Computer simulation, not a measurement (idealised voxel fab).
This section sets out a process module, namely voxel transistor to metal.
We display cut, a cross-section 185 nm in width whose square cells are each 5 nm.
Square cells in a grid make up a cross-section in this document, and the grid is given as bands, listed from the top down, each one or more rows of cells. The band entry comprises the height of the band's top followed by the height of its bottom, expressed in nm, and subsequently the band's materials from left to right, each stated together with its width in nm. Where a single material is marked with the word "edge to edge", that material fills the band from edge to edge. The word "empty" represents empty space. The level at which height equals 0 is the one under which the wafer, as it arrives, is entirely one material. No lower edge exists for the bottom band, which continues downward and is notated as in "from 0 down". The expression "30 to 40" gives the width at the extremes of the band, the first number at its top row of cells and the second at its bottom row, with the width changing by equal amounts from each row to the next in between. Step marked "nothing different"? Then no cell in the cross-section changed in it. The entry "Voids, fully enclosed" lists the empty spaces that cover at least 8 cells and have no open path to the top. Each is written as width x height at distance, where the distance is measured from the left edge and all three values are in nm. Formally, on a step line, whatever follows the settings is a remark that the simulator itself makes on the step. overlay nm: how far to the right of its planned place the mask lay on this masked step (negative: to the left).
Below is the list of planned process steps:
- 1: RECEIVE [material Si]
- 2: OXIDIZE [depth nm 5]
- 3: CONFORMAL_DEP [material SiN] [thk nm 10]
- 4: MASKED_ETCH [tone cover] [mask id ACTIVE] [width nm 100] [etch materials SiN] [depth nm 10] [overlay nm 0]
- 5: MASKED_ETCH [tone cover] [mask id ACTIVE] [width nm 100] [etch materials SiO2] [depth nm 5] [overlay nm 0]
- 6: MASKED_ETCH [tone cover] [mask id ACTIVE] [width nm 100] [etch materials Si] [depth nm 20] [overlay nm 0]
- 7: OXIDIZE [depth nm 5]
- 8: FILL_DEP [material SiO2] [thk nm 10]
- 9: CMP [height nm 10]
- 10: SELECTIVE_ETCH [etch materials SiO2] [depth nm 10]
- 11: STRIP [etch materials SiN]
- 12: SELECTIVE_ETCH [etch materials SiO2] [depth nm 5]
- 13: OXIDIZE [depth nm 5]
- 14: DIRECTIONAL_DEP [material polySi] [thk nm 25]
- 15: DIRECTIONAL_DEP [material SiCN] [thk nm 15]
- 16: PATTERN [tone cover] [mask id GATE] [material resist] [width nm 20] [thk nm 20] [overlay nm 0]
- 17: DIRECTIONAL_ETCH [etch materials SiCN] [depth nm 25]
- 18: DIRECTIONAL_ETCH [etch materials polySi] [depth nm 35]
- 19: STRIP [etch materials resist]
- 20: CONFORMAL_DEP [material SiN] [thk nm 5]
- 21: DIRECTIONAL_ETCH [etch materials SiN] [depth nm 5]
- 22: DIRECTIONAL_ETCH [etch materials SiO2] [depth nm 5]
- 23: DIRECTIONAL_ETCH [etch materials Si] [depth nm 10]
- 24: EPI [material nSi] [thk nm 15]
- 25: FILL_DEP [material SiO2] [thk nm 10]
- 26: CMP [height nm 35]
- 27: DIRECTIONAL_DEP [material SiO2] [thk nm 15]
- 28: DIRECTIONAL_DEP [material aC] [thk nm 10]
- 29: PATTERN [tone open] [mask id CONTACT] [material resist] [width nm 15] [pitch nm 75] [thk nm 25] [overlay nm 0]
- 30: DIRECTIONAL_ETCH [etch materials aC] [depth nm 10]
- 31: STRIP [etch materials resist]
- 32: DIRECTIONAL_ETCH [etch materials SiO2] [depth nm 55]
- 33: STRIP [etch materials aC]
- 34: CONFORMAL_DEP [material TiN] [thk nm 5]
- 35: FILL_DEP [material W] [thk nm 10]
- 36: CMP [height nm 50]
- 37: CONFORMAL_DEP [material SiCN] [thk nm 5]
- 38: DIRECTIONAL_DEP [material lowk] [thk nm 25]
- 39: PATTERN [tone open] [mask id METAL_1] [material resist] [width nm 15] [pitch nm 75] [thk nm 20] [overlay nm 0]
- 40: DIRECTIONAL_ETCH [etch materials lowk] [depth nm 25]
- 41: DIRECTIONAL_ETCH [etch materials SiCN] [depth nm 5]
- 42: STRIP [etch materials resist]
- 43: CONFORMAL_DEP [material TiN] [thk nm 5]
- 44: FILL_DEP [material Ru] [thk nm 5]
- 45: CMP [height nm 80]
- 46: CONFORMAL_DEP [material SiN] [thk nm 5]
The following pertains to the first of two wafers, which was processed as planned:
The cross-section here shows the wafer as received, i.e. in its state after step 1:
from 0 down | Si edge to edge
Voids, fully enclosed: none
The wafer, seen in cross-section, after step 2:
from 0 to -5 | SiO2 edge to edge
Heights below -5 show no change.
The wafer, seen in cross-section, after step 3:
from 10 to 0 | SiN edge to edge
Heights below 0 show no change.
The wafer, seen in cross-section, after step 4:
from 10 to 0 | empty 40 | SiN 100 | empty 45
Heights below 0 show no change.
The wafer, seen in cross-section, after step 5:
from 10 to 0 | empty 40 | SiN 100 | empty 45
from 0 to -5 | empty 40 | SiO2 100 | empty 45
Heights below -5 show no change.
The wafer, seen in cross-section, after step 6:
from 10 to 0 | empty 40 | SiN 100 | empty 45
from 0 to -5 | empty 40 | SiO2 100 | empty 45
from -5 to -25 | empty 40 | Si 100 | empty 45
Heights below -25 show no change.
The wafer, seen in cross-section, after step 7:
from 10 to 0 | empty 40 | SiN 100 | empty 45
from 0 to -5 | empty 40 | SiO2 100 | empty 45
from -5 to -25 | empty 40 | SiO2 5 | Si 90 | SiO2 5 | empty 45
from -25 to -30 | SiO2 45 | Si 90 | SiO2 50
Heights below -30 show no change.
The wafer, seen in cross-section, after step 8:
from 20 to 10 | SiO2 edge to edge
from 10 to 0 | SiO2 40 | SiN 100 | SiO2 45
from 0 to -5 | SiO2 edge to edge
from -5 to -30 | SiO2 45 | Si 90 | SiO2 50
Heights below -30 show no change.
The wafer, seen in cross-section, after step 9:
from 10 to 0 | SiO2 40 | SiN 100 | SiO2 45
Heights below 0 show no change.
The wafer, seen in cross-section, after step 10:
from 10 to 0 | empty 40 | SiN 100 | empty 45
Heights below 0 show no change.
The wafer, seen in cross-section, after step 11:
from 0 to -5 | SiO2 edge to edge
Heights below -5 show no change.
The wafer, seen in cross-section, after step 12:
from -5 to -30 | SiO2 45 | Si 90 | SiO2 50
Heights below -30 show no change.
The wafer, seen in cross-section, after step 13:
from -5 to -10 | SiO2 edge to edge
Heights below -10 show no change.
The wafer, seen in cross-section, after step 14:
from 20 to -5 | polySi edge to edge
Heights below -5 show no change.
The wafer, seen in cross-section, after step 15:
from 35 to 20 | SiCN edge to edge
Heights below 20 show no change.
The wafer, seen in cross-section, after step 16:
from 55 to 35 | empty 80 | resist 20 | empty 85
Heights below 35 show no change.
The wafer, seen in cross-section, after step 17:
from 55 to 35 | empty 80 | resist 20 | empty 85
from 35 to 20 | empty 80 | SiCN 20 | empty 85
Heights below 20 show no change.
The wafer, seen in cross-section, after step 18:
from 55 to 35 | empty 80 | resist 20 | empty 85
from 35 to 20 | empty 80 | SiCN 20 | empty 85
from 20 to -5 | empty 80 | polySi 20 | empty 85
Heights below -5 show no change.
The wafer, seen in cross-section, after step 19:
from 35 to 20 | empty 80 | SiCN 20 | empty 85
Heights below 20 show no change.
The wafer, seen in cross-section, after step 20:
from 40 to 35 | empty 75 | SiN 30 | empty 80
from 35 to 20 | empty 75 | SiN 5 | SiCN 20 | SiN 5 | empty 80
from 20 to 0 | empty 75 | SiN 5 | polySi 20 | SiN 5 | empty 80
from 0 to -5 | SiN 80 | polySi 20 | SiN 85
Heights below -5 show no change.
The wafer, seen in cross-section, after step 21:
from 35 to 20 | empty 75 | SiN 5 | SiCN 20 | SiN 5 | empty 80
from 20 to -5 | empty 75 | SiN 5 | polySi 20 | SiN 5 | empty 80
Heights below -5 show no change.
The wafer, seen in cross-section, after step 22:
from 35 to 20 | empty 75 | SiN 5 | SiCN 20 | SiN 5 | empty 80
from 20 to -5 | empty 75 | SiN 5 | polySi 20 | SiN 5 | empty 80
from -5 to -10 | empty 75 | SiO2 30 | empty 80
Heights below -10 show no change.
The wafer, seen in cross-section, after step 23:
from 35 to 20 | empty 75 | SiN 5 | SiCN 20 | SiN 5 | empty 80
from 20 to -5 | empty 75 | SiN 5 | polySi 20 | SiN 5 | empty 80
from -5 to -10 | empty 75 | SiO2 30 | empty 80
from -10 to -20 | SiO2 45 | empty 30 | Si 30 | empty 30 | SiO2 50
Heights below -20 show no change.
The wafer, seen in cross-section, after step 24:
from 35 to 20 | empty 75 | SiN 5 | SiCN 20 | SiN 5 | empty 80
from 20 to 5 | empty 75 | SiN 5 | polySi 20 | SiN 5 | empty 80
from 5 to -5 | empty 60 | nSi 15 | SiN 5 | polySi 20 | SiN 5 | nSi 15 | empty 65
from -5 to -10 | empty 40 | nSi 35 | SiO2 30 | nSi 35 | empty 45
from -10 to -20 | SiO2 45 | nSi 30 | Si 30 | nSi 30 | SiO2 50
Heights below -20 show no change.
The wafer, seen in cross-section, after step 25:
from 45 to 35 | SiO2 edge to edge
from 35 to 20 | SiO2 75 | SiN 5 | SiCN 20 | SiN 5 | SiO2 80
from 20 to 5 | SiO2 75 | SiN 5 | polySi 20 | SiN 5 | SiO2 80
from 5 to -5 | SiO2 60 | nSi 15 | SiN 5 | polySi 20 | SiN 5 | nSi 15 | SiO2 65
from -5 to -10 | SiO2 40 | nSi 35 | SiO2 30 | nSi 35 | SiO2 45
Heights below -10 show no change.
The wafer, seen in cross-section, after step 26:
from 35 to 20 | SiO2 75 | SiN 5 | SiCN 20 | SiN 5 | SiO2 80
Heights below 20 show no change.
The wafer, seen in cross-section, after step 27:
from 50 to 35 | SiO2 edge to edge
Heights below 35 show no change.
The wafer, seen in cross-section, after step 28:
from 60 to 50 | aC edge to edge
Heights below 50 show no change.
The wafer, seen in cross-section, after step 29:
from 85 to 60 | resist 45 | empty 15 | resist 60 | empty 15 | resist 50
Heights below 60 show no change.
The wafer, seen in cross-section, after step 30:
from 75 to 60 | resist 45 | empty 15 | resist 60 | empty 15 | resist 50
from 60 to 50 | aC 45 | empty 15 | aC 60 | empty 15 | aC 50
Heights below 50 show no change.
The wafer, seen in cross-section, after step 31:
from 60 to 50 | aC 45 | empty 15 | aC 60 | empty 15 | aC 50
Heights below 50 show no change.
The wafer, seen in cross-section, after step 32:
from 60 to 50 | aC 45 | empty 15 | aC 60 | empty 15 | aC 50
from 50 to 35 | SiO2 45 | empty 15 | SiO2 60 | empty 15 | SiO2 50
from 35 to 20 | SiO2 45 | empty 15 | SiO2 15 | SiN 5 | SiCN 20 | SiN 5 | SiO2 15 | empty 15 | SiO2 50
from 20 to 5 | SiO2 45 | empty 15 | SiO2 15 | SiN 5 | polySi 20 | SiN 5 | SiO2 15 | empty 15 | SiO2 50
from 5 to -5 | SiO2 45 | empty 15 | nSi 15 | SiN 5 | polySi 20 | SiN 5 | nSi 15 | empty 15 | SiO2 50
Heights below -5 show no change.
The wafer, seen in cross-section, after step 33:
from 50 to 35 | SiO2 45 | empty 15 | SiO2 60 | empty 15 | SiO2 50
Heights below 35 show no change.
The wafer, seen in cross-section, after step 34:
from 55 to 50 | TiN 50 | empty 5 | TiN 70 | empty 5 | TiN 55
from 50 to 35 | SiO2 45 | TiN 5 | empty 5 | TiN 5 | SiO2 60 | TiN 5 | empty 5 | TiN 5 | SiO2 50
from 35 to 20 | SiO2 45 | TiN 5 | empty 5 | TiN 5 | SiO2 15 | SiN 5 | SiCN 20 | SiN 5 | SiO2 15 | TiN 5 | empty 5 | TiN 5 | SiO2 50
from 20 to 5 | SiO2 45 | TiN 5 | empty 5 | TiN 5 | SiO2 15 | SiN 5 | polySi 20 | SiN 5 | SiO2 15 | TiN 5 | empty 5 | TiN 5 | SiO2 50
from 5 to 0 | SiO2 45 | TiN 5 | empty 5 | TiN 5 | nSi 15 | SiN 5 | polySi 20 | SiN 5 | nSi 15 | TiN 5 | empty 5 | TiN 5 | SiO2 50
from 0 to -5 | SiO2 45 | TiN 15 | nSi 15 | SiN 5 | polySi 20 | SiN 5 | nSi 15 | TiN 15 | SiO2 50
Heights below -5 show no change.
The wafer, seen in cross-section, after step 35:
from 65 to 55 | W edge to edge
from 55 to 50 | TiN 50 | W 5 | TiN 70 | W 5 | TiN 55
from 50 to 35 | SiO2 45 | TiN 5 | W 5 | TiN 5 | SiO2 60 | TiN 5 | W 5 | TiN 5 | SiO2 50
from 35 to 20 | SiO2 45 | TiN 5 | W 5 | TiN 5 | SiO2 15 | SiN 5 | SiCN 20 | SiN 5 | SiO2 15 | TiN 5 | W 5 | TiN 5 | SiO2 50
from 20 to 5 | SiO2 45 | TiN 5 | W 5 | TiN 5 | SiO2 15 | SiN 5 | polySi 20 | SiN 5 | SiO2 15 | TiN 5 | W 5 | TiN 5 | SiO2 50
from 5 to 0 | SiO2 45 | TiN 5 | W 5 | TiN 5 | nSi 15 | SiN 5 | polySi 20 | SiN 5 | nSi 15 | TiN 5 | W 5 | TiN 5 | SiO2 50
Heights below 0 show no change.
The wafer, seen in cross-section, after step 36:
from 50 to 35 | SiO2 45 | TiN 5 | W 5 | TiN 5 | SiO2 60 | TiN 5 | W 5 | TiN 5 | SiO2 50
Heights below 35 show no change.
The wafer, seen in cross-section, after step 37:
from 55 to 50 | SiCN edge to edge
Heights below 50 show no change.
The wafer, seen in cross-section, after step 38:
from 80 to 55 | lowk edge to edge
Heights below 55 show no change.
The wafer, seen in cross-section, after step 39:
from 100 to 80 | resist 45 | empty 15 | resist 60 | empty 15 | resist 50
Heights below 80 show no change.
The wafer, seen in cross-section, after step 40:
from 100 to 80 | resist 45 | empty 15 | resist 60 | empty 15 | resist 50
from 80 to 55 | lowk 45 | empty 15 | lowk 60 | empty 15 | lowk 50
Heights below 55 show no change.
The wafer, seen in cross-section, after step 41:
from 100 to 80 | resist 45 | empty 15 | resist 60 | empty 15 | resist 50
from 80 to 55 | lowk 45 | empty 15 | lowk 60 | empty 15 | lowk 50
from 55 to 50 | SiCN 45 | empty 15 | SiCN 60 | empty 15 | SiCN 50
Heights below 50 show no change.
The wafer, seen in cross-section, after step 42:
from 80 to 55 | lowk 45 | empty 15 | lowk 60 | empty 15 | lowk 50
Heights below 55 show no change.
The wafer, seen in cross-section, after step 43:
from 85 to 80 | TiN 50 | empty 5 | TiN 70 | empty 5 | TiN 55
from 80 to 55 | lowk 45 | TiN 5 | empty 5 | TiN 5 | lowk 60 | TiN 5 | empty 5 | TiN 5 | lowk 50
from 55 to 50 | SiCN 45 | TiN 15 | SiCN 60 | TiN 15 | SiCN 50
Heights below 50 show no change.
The wafer, seen in cross-section, after step 44:
from 90 to 85 | Ru edge to edge
from 85 to 80 | TiN 50 | Ru 5 | TiN 70 | Ru 5 | TiN 55
from 80 to 55 | lowk 45 | TiN 5 | Ru 5 | TiN 5 | lowk 60 | TiN 5 | Ru 5 | TiN 5 | lowk 50
Heights below 55 show no change.
The wafer, seen in cross-section, after step 45:
from 80 to 55 | lowk 45 | TiN 5 | Ru 5 | TiN 5 | lowk 60 | TiN 5 | Ru 5 | TiN 5 | lowk 50
Heights below 55 show no change.
The wafer, seen in cross-section, after step 46:
from 85 to 80 | SiN edge to edge
Heights below 80 show no change.
Regarding the second of the two wafers: it shared the first wafer's starting condition and process plan, yet one error occurred during its execution. Its history coincides with that of the first wafer up to and including step 33:
X-section, second wafer, when step 34 was due to finish:
from 55 to 35 | SiO2 50 | empty 5 | SiO2 70 | empty 5 | SiO2 55
from 35 to 20 | SiO2 50 | empty 5 | SiO2 20 | SiN 5 | SiCN 20 | SiN 5 | SiO2 20 | empty 5 | SiO2 55
from 20 to 5 | SiO2 50 | empty 5 | SiO2 20 | SiN 5 | polySi 20 | SiN 5 | SiO2 20 | empty 5 | SiO2 55
from 5 to 0 | SiO2 50 | empty 5 | SiO2 5 | nSi 15 | SiN 5 | polySi 20 | SiN 5 | nSi 15 | SiO2 5 | empty 5 | SiO2 55
from 0 to -5 | SiO2 60 | nSi 15 | SiN 5 | polySi 20 | SiN 5 | nSi 15 | SiO2 65
Heights below -5 show no change.
X-section, second wafer, when step 35 was due to finish:
from 65 to 55 | W edge to edge
from 55 to 35 | SiO2 50 | W 5 | SiO2 70 | W 5 | SiO2 55
from 35 to 20 | SiO2 50 | W 5 | SiO2 20 | SiN 5 | SiCN 20 | SiN 5 | SiO2 20 | W 5 | SiO2 55
from 20 to 5 | SiO2 50 | W 5 | SiO2 20 | SiN 5 | polySi 20 | SiN 5 | SiO2 20 | W 5 | SiO2 55
from 5 to 0 | SiO2 50 | W 5 | SiO2 5 | nSi 15 | SiN 5 | polySi 20 | SiN 5 | nSi 15 | SiO2 5 | W 5 | SiO2 55
Heights below 0 show no change.
X-section, second wafer, when step 36 was due to finish:
from 50 to 35 | SiO2 50 | W 5 | SiO2 70 | W 5 | SiO2 55
Heights below 35 show no change.
X-section, second wafer, when step 37 was due to finish:
from 55 to 50 | SiCN edge to edge
Heights below 50 show no change.
X-section, second wafer, when step 38 was due to finish:
from 80 to 55 | lowk edge to edge
Heights below 55 show no change.
X-section, second wafer, when step 39 was due to finish:
from 100 to 80 | resist 45 | empty 15 | resist 60 | empty 15 | resist 50
Heights below 80 show no change.
X-section, second wafer, when step 40 was due to finish:
from 100 to 80 | resist 45 | empty 15 | resist 60 | empty 15 | resist 50
from 80 to 55 | lowk 45 | empty 15 | lowk 60 | empty 15 | lowk 50
Heights below 55 show no change.
X-section, second wafer, when step 41 was due to finish:
from 100 to 80 | resist 45 | empty 15 | resist 60 | empty 15 | resist 50
from 80 to 55 | lowk 45 | empty 15 | lowk 60 | empty 15 | lowk 50
from 55 to 50 | SiCN 45 | empty 15 | SiCN 60 | empty 15 | SiCN 50
Heights below 50 show no change.
X-section, second wafer, when step 42 was due to finish:
from 80 to 55 | lowk 45 | empty 15 | lowk 60 | empty 15 | lowk 50
Heights below 55 show no change.
X-section, second wafer, when step 43 was due to finish:
from 85 to 80 | TiN 50 | empty 5 | TiN 70 | empty 5 | TiN 55
from 80 to 55 | lowk 45 | TiN 5 | empty 5 | TiN 5 | lowk 60 | TiN 5 | empty 5 | TiN 5 | lowk 50
from 55 to 50 | SiCN 45 | TiN 15 | SiCN 60 | TiN 15 | SiCN 50
Heights below 50 show no change.
X-section, second wafer, when step 44 was due to finish:
from 90 to 85 | Ru edge to edge
from 85 to 80 | TiN 50 | Ru 5 | TiN 70 | Ru 5 | TiN 55
from 80 to 55 | lowk 45 | TiN 5 | Ru 5 | TiN 5 | lowk 60 | TiN 5 | Ru 5 | TiN 5 | lowk 50
Heights below 55 show no change.
X-section, second wafer, when step 45 was due to finish:
from 80 to 55 | lowk 45 | TiN 5 | Ru 5 | TiN 5 | lowk 60 | TiN 5 | Ru 5 | TiN 5 | lowk 50
Heights below 55 show no change.
X-section, second wafer, when step 46 was due to finish:
from 85 to 80 | SiN edge to edge
Heights below 80 show no change.
Processing error: rather than as planned, step 34 actually ran as CONFORMAL_DEP [material SiO2] [thk nm 5]
Final tally in cells, some materials are higher or lower on the second wafer than on the first: SiO2: 46 more, TiN: 46 fewer
